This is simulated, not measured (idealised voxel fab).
process module | voxel plated lines
cross-section cut | 180 nm wide | cells 5 nm
A cross-section is a grid of square cells, given in bands from the top down. A band is one or more rows of cells.
Each band's line starts with the height of the band's top and of its bottom, in nm. Then come its materials from left to right, each with its width in nm. One material with "throughout" fills the band from edge to edge. "air" is empty space.
Height 0 is the level under which the wafer as received is all one material. The lowest band goes on downwards, as in "0 down".
A width such as "30 to 40" changes by the same amount from each row of cells to the next, from the band's top row to its bottom row.
"no change" after a step means that no cell of the cross-section changed.
closed voids: empty space of 8 cells or more with no open way to the top, each as width x height at its distance from the left edge, in nm
after a step's settings: what the simulator itself notes on the step
overlay nm, on a step with a mask: how far to the right of its planned place the mask lay; to the left if negative
plan
1 op RECEIVE | material Si
2 op CONFORMAL_DEP | material Al2O3 | thk nm 5
3 op DIRECTIONAL_DEP | material TiN | thk nm 5
4 op PATTERN | tone open | mask id LINES | material resist | width nm 15 | pitch nm 35 | thk nm 40 | overlay nm 0
5 op EPI | material Ru | thk nm 10
6 op EPI | material Ru | thk nm 5
7 op EPI | material Ru | thk nm 5
8 op STRIP | etch materials resist
9 op DIRECTIONAL_ETCH | etch materials TiN | depth nm 5
10 op CONFORMAL_DEP | material SiCN | thk nm 10
as received, after step 1
  0 down: Si throughout
  closed voids: none
first wafer at the end, as planned
  40 to 30: air 55 | SiCN 70 | air 55
  30 to 15: air 55 | SiCN 10 | Ru 15 | SiCN 20 | Ru 15 | SiCN 10 | air 55
  15 to 10: SiCN 65 | Ru 15 | SiCN 20 | Ru 15 | SiCN 65
  10 to 5: SiCN 65 | TiN 15 | SiCN 20 | TiN 15 | SiCN 65
  5 to 0: Al2O3 throughout
  0 down: Si throughout
  closed voids: none
second wafer at the end: like start, like plan, one mistake
  35 to 30: air 60 | SiCN 25 | air 10 | SiCN 25 | air 60
  30 to 10: air 60 | SiCN 5 | Ru 15 | SiCN 5 | air 10 | SiCN 5 | Ru 15 | SiCN 5 | air 60
  10 to 5: SiCN 65 | TiN 15 | SiCN 20 | TiN 15 | SiCN 65
  5 to 0: Al2O3 throughout
  0 down: Si throughout
  closed voids: none
what went wrong: step 10 ran as: op CONFORMAL_DEP | material SiCN | thk nm 5
at the end the second wafer has, in cells: 56 fewer of SiCN
